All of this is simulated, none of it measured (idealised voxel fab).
A process module follows: voxel ribs on slabs.
The figure presents cross-section cut, which has a width of 190 nm and is divided into square cells with an edge length of 5 nm.
Cross-sections here: square-cell grids, written as top-down lists of bands, a band being one or more rows of cells. Quick guide to a band line: top height, bottom height (nm) up front; then every material left to right with its width in nm. Only one material and it's marked "everywhere"? Then it fills the band edge to edge. And "air" just means empty space. Height 0 is the level under which the wafer as received is all one material. The lowest band goes on downwards, as in "from 0 down". It should be noted that a width expressed as "30..40" varies in equal increments from row to row of cells within the band, taking the value of the first number at the top row and that of the second number at the bottom row. For the purposes of this document, the phrase "identical to before" attached to a step denotes that no cell within the cross-section was modified by that step. In "Voids, fully enclosed" the enclosed voids are listed, meaning empty spaces of 8 cells or larger without any opening to the top. The form is width x height at distance, distance from the left edge, units nm. On a step's line, text after the settings is the simulator commenting on that step. overlay nm: mask right of planned place by this much (step with mask). Neg. = left.
# Below is the list of planned process steps
1) RECEIVE | material Si
2) DIRECTIONAL_DEP | material SiO2 | thk nm 25
3) DIRECTIONAL_DEP | material SiN | thk nm 15
4) PATTERN | tone cover | mask id RIB | material resist | width nm 25 | thk nm 20 | overlay nm 0
5) DIRECTIONAL_ETCH | etch materials SiN | depth nm 10
6) STRIP | etch materials resist
7) MASKED_ETCH | tone cover | mask id SLAB | width nm 75 | etch materials SiN | depth nm 5 | overlay nm 0
8) FILL_DEP | material SiO2 | thk nm 15
9) CMP | height nm 50
10) DIRECTIONAL_DEP | material W | thk nm 5
11) PATTERN | tone cover | mask id HEATER | material resist | width nm 35 | thk nm 20 | overlay nm 0
12) DIRECTIONAL_ETCH | etch materials W | depth nm 5
13) STRIP | etch materials resist
14) CONFORMAL_DEP | material SiN | thk nm 10
# Wafer cross-section on receipt, i.e. after step 1
> from 0 down = Si everywhere
> Voids, fully enclosed: none
# Run as planned - first of the two wafers cross-sectioned at the end of the module
> from 65 to 60 = air=65  SiN=55  air=70
> from 60 to 55 = SiN everywhere
> from 55 to 50 = SiN=75  W=35  SiN=80
> from 50 to 40 = SiO2 everywhere
> from 40 to 30 = SiO2=80  SiN=25  SiO2=85
> from 30 to 25 = SiO2=55  SiN=75  SiO2=60
> from 25 to 0 = SiO2 everywhere
> from 0 down = Si everywhere
> Voids, fully enclosed: none
# End-of-module cross-section of the second wafer: identical starting point and process plan to the first, with one processing mistake
> from 65 to 60 = air=65  SiN=55  air=70
> from 60 to 55 = SiN everywhere
> from 55 to 50 = SiN=75  W=35  SiN=80
> from 50 to 40 = SiO2=80..55  SiN=25..75  SiO2=85..60
> from 40 to 25 = SiN everywhere
> from 25 to 0 = SiO2 everywhere
> from 0 down = Si everywhere
> Voids, fully enclosed: none
Short version of what went wrong: step 3 in the plan was executed twice
Materials where the second wafer ends with more or fewer cells than the first: 109 more of SiN, 109 fewer of SiO2
